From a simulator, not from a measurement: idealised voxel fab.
process module | voxel tone inversion
cross-section cut | 220 nm wide | cells 5 nm
A cross-section is a grid of square cells, given in bands from the top down. A band is one or more rows of cells.
Each band's line starts with the height of the band's top and of its bottom, in nm. Then come its materials from left to right, each with its width in nm. One material with "throughout" fills the band from edge to edge. "air" is empty space.
Height 0 is the level under which the wafer as received is all one material. The lowest band goes on downwards, as in "0 down".
A width such as "30 to 40" changes by the same amount from each row of cells to the next, from the band's top row to its bottom row.
"no change" after a step means that no cell of the cross-section changed.
closed voids: empty space of 8 cells or more with no open way to the top, each as width x height at its distance from the left edge, in nm
after a step's settings: what the simulator itself notes on the step
overlay nm, on a step with a mask: how far to the right of its planned place the mask lay; to the left if negative
plan
1 op RECEIVE | material Si
2 op CONFORMAL_DEP | material SiCN | thk nm 10
3 op DIRECTIONAL_DEP | material aC | thk nm 15
4 op PATTERN | tone cover | mask id POSTS | material resist | width nm 25 | pitch nm 55 | thk nm 25 | overlay nm 0
5 op DIRECTIONAL_ETCH | etch materials aC | depth nm 15
6 op STRIP | etch materials resist
7 op FILL_DEP | material lowk | thk nm 5
8 op CMP | height nm 25
9 op STRIP | etch materials aC
10 op CONFORMAL_DEP | material TiN | thk nm 5
11 op FILL_DEP | material Ru | thk nm 10
12 op CMP | height nm 25
13 op CONFORMAL_DEP | material SiN | thk nm 5
varied across the wafers: thk nm of step 10. The plan shows the first wafer's value. All wafers start alike
first wafer as received, after step 1
  0 down: Si throughout
  closed voids: none
first wafer at the end, after step 13
  30 to 25: SiN throughout
  25 to 15: lowk 40 | TiN 5 | Ru 15 | TiN 5 | lowk 30 | TiN 5 | Ru 15 | TiN 5 | lowk 30 | TiN 5 | Ru 15 | TiN 5 | lowk 45
  15 to 10: lowk 40 | TiN 25 | lowk 30 | TiN 25 | lowk 30 | TiN 25 | lowk 45
  10 to 0: SiCN throughout
  0 down: Si throughout
  closed voids: none
last wafer at the end
  30 to 25: SiN throughout
  25 to 10: lowk 40 | TiN 25 | lowk 30 | TiN 25 | lowk 30 | TiN 25 | lowk 45
  10 to 0: SiCN throughout
  0 down: Si throughout
  closed voids: none
each wafer at the end: cells of each material gained (+) or lost (-) since it was received, then its closed voids
thk nm 5 | +18 Ru | +88 SiCN | +44 SiN | +27 TiN | +87 lowk | closed voids: none
thk nm 10 | +3 Ru | +88 SiCN | +44 SiN | +42 TiN | +87 lowk | closed voids: none
thk nm 15 | +88 SiCN | +44 SiN | +45 TiN | +87 lowk | closed voids: none
thk nm 20 | +88 SiCN | +44 SiN | +45 TiN | +87 lowk | closed voids: none
